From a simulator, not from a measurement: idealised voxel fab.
Presented below is a process module, voxel transistor to metal.
Section cut is 170 nm wide and gridded with 5 nm square cells.
The cross-sections in this document take the form of a grid made of square cells. They are written out as bands, in order from top to bottom. Each band consists of one or more rows of cells. Quick guide to a band line: top height, bottom height (nm) up front; then every material left to right with its width in nm. Only one material and it's marked "throughout"? Then it fills the band edge to edge. And "air" just means empty space. Note: height 0 marks the level under which the wafer is uniformly one material as received. Lowest band unbounded below, written "0 nm and below". Width "30..40": first value at the band's top row of cells, second value at its bottom row, equal change from row to row. Given "no modification" for a step, no cell of the cross-section differs between before and after that step. Enclosed voids (no open way to top), threshold 8 cells or more, entry "Entrapped void list", notation width x height at distance, distance from left edge, nm. The remark found on a step's line after its settings is issued by the simulator itself and pertains to that step. "overlay nm" on a masked step: distance the mask lay right of its planned place, negative for left.

### Steps planned for the process
step 1: RECEIVE | material Si
step 2: CONFORMAL_DEP | material SiO2 | thk nm 5
step 3: CONFORMAL_DEP | material SiN | thk nm 15
step 4: DIRECTIONAL_DEP | material aC | thk nm 15
step 5: PATTERN | tone cover | mask id ACTIVE | material resist | width nm 125 | thk nm 30 | overlay nm 0
step 6: DIRECTIONAL_ETCH | etch materials aC | depth nm 15
step 7: STRIP | etch materials resist
step 8: DIRECTIONAL_ETCH | etch materials SiN | depth nm 15
step 9: DIRECTIONAL_ETCH | etch materials SiO2 | depth nm 5
step 10: DIRECTIONAL_ETCH | etch materials Si | depth nm 30
step 11: STRIP | etch materials aC
step 12: FILL_DEP | material SiO2 | thk nm 5
step 13: CMP | height nm 20
step 14: SELECTIVE_ETCH | etch materials SiO2 | depth nm 10
step 15: STRIP | etch materials SiN
step 16: SELECTIVE_ETCH | etch materials SiO2 | depth nm 5
step 17: OXIDIZE | depth nm 5
step 18: DIRECTIONAL_DEP | material polySi | thk nm 30
step 19: DIRECTIONAL_DEP | material SiCN | thk nm 10
step 20: PATTERN | tone cover | mask id GATE | material resist | width nm 25 | thk nm 20 | overlay nm 0
step 21: DIRECTIONAL_ETCH | etch materials SiCN | depth nm 20
step 22: DIRECTIONAL_ETCH | etch materials polySi | depth nm 40
step 23: STRIP | etch materials resist
step 24: CONFORMAL_DEP | material SiO2 | thk nm 5
step 25: DIRECTIONAL_ETCH | etch materials SiO2 | depth nm 5
step 26: CONFORMAL_DEP | material SiN | thk nm 5
step 27: DIRECTIONAL_ETCH | etch materials SiN | depth nm 5
step 28: DIRECTIONAL_ETCH | etch materials SiO2 | depth nm 5
step 29: DIRECTIONAL_ETCH | etch materials Si | depth nm 15
step 30: EPI | material SiGe | thk nm 20
step 31: FILL_DEP | material SiO2 | thk nm 5
step 32: CMP | height nm 30
step 33: STRIP | etch materials polySi
step 34: SELECTIVE_ETCH | etch materials SiO2 | depth nm 5
step 35: CONFORMAL_DEP | material HfO2 | thk nm 5
step 36: CONFORMAL_DEP | material TiN | thk nm 5
step 37: FILL_DEP | material W | thk nm 5
step 38: CMP | height nm 25
step 39: DIRECTIONAL_DEP | material SiO2 | thk nm 10
step 40: PATTERN | tone open | mask id CONTACT | material resist | width nm 20 | pitch nm 85 | thk nm 20 | overlay nm 0
step 41: DIRECTIONAL_ETCH | etch materials SiO2 | depth nm 20
step 42: STRIP | etch materials resist
step 43: CONFORMAL_DEP | material TiN | thk nm 5
step 44: FILL_DEP | material W | thk nm 10
step 45: CMP | height nm 35
step 46: CONFORMAL_DEP | material SiCN | thk nm 5
step 47: DIRECTIONAL_DEP | material lowk | thk nm 15
step 48: DIRECTIONAL_DEP | material aC | thk nm 10
step 49: PATTERN | tone open | mask id METAL_1 | material resist | width nm 20 | pitch nm 85 | thk nm 30 | overlay nm 0
step 50: DIRECTIONAL_ETCH | etch materials aC | depth nm 10
step 51: STRIP | etch materials resist
step 52: DIRECTIONAL_ETCH | etch materials lowk | depth nm 15
step 53: DIRECTIONAL_ETCH | etch materials SiCN | depth nm 5
step 54: STRIP | etch materials aC
step 55: CONFORMAL_DEP | material TiN | thk nm 5
step 56: FILL_DEP | material Cu | thk nm 5
step 57: CMP | height nm 55
step 58: EPI | material Ru | thk nm 5
step 59: FILL_DEP | material SiCN | thk nm 5
step 60: DIRECTIONAL_DEP | material SiO2 | thk nm 25
step 61: DIRECTIONAL_DEP | material aC | thk nm 10
step 62: PATTERN | tone open | mask id METAL_2_HOLES | material resist | width nm 15 | pitch nm 85 | thk nm 30 | overlay nm 0
step 63: DIRECTIONAL_ETCH | etch materials aC | depth nm 10
step 64: STRIP | etch materials resist
step 65: DIRECTIONAL_ETCH | etch materials SiO2 | depth nm 25
step 66: STRIP | etch materials aC
step 67: PATTERN | tone open | mask id METAL_2 | material resist | width nm 20 | pitch nm 85 | thk nm 15 | overlay nm 0
step 68: DIRECTIONAL_ETCH | etch materials SiO2 | depth nm 15
step 69: DIRECTIONAL_ETCH | etch materials SiCN | depth nm 5
step 70: STRIP | etch materials resist
step 71: CONFORMAL_DEP | material TiN | thk nm 5
step 72: FILL_DEP | material Cu | thk nm 10
step 73: CMP | height nm 90
step 74: CONFORMAL_DEP | material SiN | thk nm 5

### As received (post step 1): cross-section
0 nm and below = Si throughout
Entrapped void list: none

### As-planned run: cross-section of the first of two wafers at end of module
95 nm to 90 nm = SiN throughout
90 nm to 80 nm = SiO2=30; TiN=5; Cu=10; TiN=5; SiO2=65; TiN=5; Cu=10; TiN=5; SiO2=35
80 nm to 75 nm = SiO2=30; TiN=5; Cu=5; TiN=10; SiO2=65; TiN=5; Cu=5; TiN=10; SiO2=35
75 nm to 65 nm = SiO2=30; TiN=5; Cu=5; TiN=5; SiO2=70; TiN=5; Cu=5; TiN=5; SiO2=40
65 nm to 60 nm = SiCN=30; TiN=15; SiCN=70; TiN=15; SiCN=40
60 nm to 55 nm = SiCN=25; Ru=30; SiCN=55; Ru=30; SiCN=30
55 nm to 40 nm = lowk=30; TiN=5; Cu=10; TiN=5; lowk=65; TiN=5; Cu=10; TiN=5; lowk=35
40 nm to 35 nm = SiCN=30; TiN=20; SiCN=65; TiN=20; SiCN=35
35 nm to 25 nm = SiO2=30; TiN=5; W=10; TiN=5; SiO2=65; TiN=5; W=10; TiN=5; SiO2=35
25 nm to 20 nm = SiO2=30; TiN=5; W=10; TiN=5; SiO2=10; SiN=5; HfO2=5; TiN=5; W=15; TiN=5; HfO2=5; SiN=5; SiO2=10; TiN=5; W=10; TiN=5; SiO2=35
20 nm to 15 nm = SiO2=30; TiN=20; SiO2=10; SiN=5; HfO2=5; TiN=5; W=15; TiN=5; HfO2=5; SiN=5; SiO2=10; TiN=20; SiO2=35
15 nm to 5 nm = SiO2=15; SiGe=45; SiN=5; HfO2=5; TiN=5; W=15; TiN=5; HfO2=5; SiN=5; SiGe=45; SiO2=20
5 nm to 0 nm = SiO2=15; SiGe=5; SiN=5; SiGe=35; SiN=5; HfO2=5; TiN=25; HfO2=5; SiN=5; SiGe=35; SiN=5; SiGe=5; SiO2=20
0 nm to -5 nm = SiO2=25; SiGe=35; SiO2=5; HfO2=35; SiO2=5; SiGe=35; SiO2=30
-5 nm to -20 nm = SiO2=20; Si=5; SiGe=35; Si=45; SiGe=35; Si=5; SiO2=25
-20 nm to -30 nm = SiO2=20; Si=125; SiO2=25
-30 nm and below = Si throughout
Entrapped void list: none

### Second wafer through the module, sectioned at the end: same beginning and same plan as the first wafer, with one mistake in carrying it out
95 nm to 90 nm = SiN throughout
90 nm to 80 nm = SiO2=30; TiN=5; Cu=10; TiN=5; SiO2=65; TiN=5; Cu=10; TiN=5; SiO2=35
80 nm to 75 nm = SiO2=30; TiN=5; Cu=5; TiN=10; SiO2=65; TiN=5; Cu=5; TiN=10; SiO2=35
75 nm to 65 nm = SiO2=30; TiN=5; Cu=5; TiN=5; SiO2=70; TiN=5; Cu=5; TiN=5; SiO2=40
65 nm to 60 nm = SiCN=30; TiN=15; SiCN=70; TiN=15; SiCN=40
60 nm to 55 nm = SiCN=25; Ru=30; SiCN=55; Ru=30; SiCN=30
55 nm to 40 nm = lowk=30; TiN=5; Cu=10; TiN=5; lowk=65; TiN=5; Cu=10; TiN=5; lowk=35
40 nm to 35 nm = SiCN=30; TiN=20; SiCN=65; TiN=20; SiCN=35
35 nm to 30 nm = W=25; TiN=5; SiO2=20; TiN=5; W=55; TiN=5; SiO2=20; TiN=5; W=30
30 nm to 25 nm = W=25; TiN=5; SiO2=20; TiN=65; SiO2=20; TiN=5; W=30
25 nm to 20 nm = W=25; TiN=5; SiO2=20; TiN=10; SiN=5; HfO2=5; TiN=5; W=15; TiN=5; HfO2=5; SiN=5; TiN=10; SiO2=20; TiN=5; W=30
20 nm to 15 nm = TiN=30; SiO2=20; TiN=10; SiN=5; HfO2=5; TiN=5; W=15; TiN=5; HfO2=5; SiN=5; TiN=10; SiO2=20; TiN=35
15 nm to 5 nm = SiO2=15; SiGe=45; SiN=5; HfO2=5; TiN=5; W=15; TiN=5; HfO2=5; SiN=5; SiGe=45; SiO2=20
5 nm to 0 nm = SiO2=15; SiGe=5; SiN=5; SiGe=35; SiN=5; HfO2=5; TiN=25; HfO2=5; SiN=5; SiGe=35; SiN=5; SiGe=5; SiO2=20
0 nm to -5 nm = SiO2=25; SiGe=35; SiO2=5; HfO2=35; SiO2=5; SiGe=35; SiO2=30
-5 nm to -20 nm = SiO2=20; Si=5; SiGe=35; Si=45; SiGe=35; Si=5; SiO2=25
-20 nm to -30 nm = SiO2=20; Si=125; SiO2=25
-30 nm and below = Si throughout
Entrapped void list: none
The plan and the run diverged here: planned and actual differ for step 40; actual: PATTERN | tone cover | mask id CONTACT | material resist | width nm 20 | pitch nm 85 | thk nm 20 | overlay nm 0
Wafer comparison, final, in cells, second relative to first, materials more or fewer: SiO2: 54 fewer | TiN: 22 more | W: 32 more
